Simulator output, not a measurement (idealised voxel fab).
Process module, titled voxel self aligned contacts
Section cut is 180 nm wide and gridded with 5 nm square cells.
A cross-section is a grid of square cells, given in bands from the top down. A band is one or more rows of cells.
For a band, the entry starts with two heights in nm, that of the top and then that of the bottom, and carries on with the band's materials in order from left to right, each alongside its width in nm; the word "all across" beside a single material means it fills the band edge to edge, and "air" means empty space.
Heights are expressed relative to 0, this being the level below which the as-received wafer comprises one material exclusively. The lowest band is unbounded in the downward direction and is denoted as in "top 0, no bottom".
When a width is written as two numbers, as in "30..40", the first number is the width in the top row of cells of the band and the second is the width in its bottom row, and the width changes by the same amount from each row to the next.
What does "no alteration" mean for a step? It means no cell of the cross-section changed in that step.
Entry "Unvented voids". Content: empty spaces with no open connection to the top, size 8 cells or greater. Each: width x height at distance. Distance: from left edge. Unit: nm.
Read whatever lies past the settings on a step's line as the simulator's own remark about the step.
overlay nm: for a step with a mask, the amount by which the mask lay right of where it was planned; a negative amount means left of it.

[So here's the lineup of process steps we planned]
1: RECEIVE with material Si
2: OXIDIZE with depth nm 5
3: DIRECTIONAL_DEP with material polySi, thk nm 20
4: DIRECTIONAL_DEP with material SiN, thk nm 15
5: DIRECTIONAL_DEP with material aC, thk nm 10
6: PATTERN with tone cover, mask id GATE, material resist, width nm 25, pitch nm 50, thk nm 25, overlay nm 0
7: DIRECTIONAL_ETCH with etch materials aC, depth nm 10
8: STRIP with etch materials resist
9: DIRECTIONAL_ETCH with etch materials SiN, depth nm 15
10: DIRECTIONAL_ETCH with etch materials polySi, depth nm 20
11: STRIP with etch materials aC
12: CONFORMAL_DEP with material SiN, thk nm 5
13: DIRECTIONAL_ETCH with etch materials SiN, depth nm 5
14: FILL_DEP with material SiO2, thk nm 10
15: CMP with height nm 40
16: PATTERN with tone open, mask id CONTACT, material resist, width nm 35, thk nm 15, overlay nm 0
17: DIRECTIONAL_ETCH with etch materials SiO2, depth nm 45
18: STRIP with etch materials resist
19: CONFORMAL_DEP with material TiN, thk nm 5
20: FILL_DEP with material Ru, thk nm 10
21: CMP with height nm 40
22: CONFORMAL_DEP with material SiN, thk nm 5

[Cross-section of the wafer at receipt, which is the condition after step 1]
top 0, no bottom: Si all across
Unvented voids: none

[Module complete - cross-section of the first of two wafers, run according to plan]
top 45, bottom 40: SiN all across
top 40, bottom 35: 70 nm SiO2; 15 nm TiN; 5 nm Ru; 15 nm TiN; 75 nm SiO2
top 35, bottom 20: 45 nm SiO2; 35 nm SiN; 5 nm TiN; 5 nm Ru; 5 nm TiN; 35 nm SiN; 50 nm SiO2
top 20, bottom 0: 45 nm SiO2; 5 nm SiN; 25 nm polySi; 5 nm SiN; 5 nm TiN; 5 nm Ru; 5 nm TiN; 5 nm SiN; 25 nm polySi; 5 nm SiN; 50 nm SiO2
top 0, bottom -5: 80 nm SiO2; 15 nm TiN; 85 nm SiO2
top -5, no bottom: Si all across
Unvented voids: none

[What the second wafer looks like in cross-section once the module is done. Its start and its plan matched the first wafer's exactly; what differed was one mistake in how it was run]
top 45, bottom 40: SiN all across
top 40, bottom 35: 70 nm SiO2; 15 nm TiN; 5 nm Ru; 15 nm TiN; 75 nm SiO2
top 35, bottom 20: 45 nm SiO2; 35 nm SiN; 5 nm TiN; 5 nm Ru; 5 nm TiN; 35 nm SiN; 50 nm SiO2
top 20, bottom 15: 80 nm SiO2; 15 nm TiN; 85 nm SiO2
top 15, bottom 0: polySi all across
top 0, no bottom: Si all across
Unvented voids: none
The plan and the run diverged here: steps 2 and 3: order swapped relative to plan
End check, counted in cells, second wafer has more or fewer of these materials than the first: Ru -4 | Si +36 | SiN -16 | SiO2 -76 | TiN -8 | polySi +68
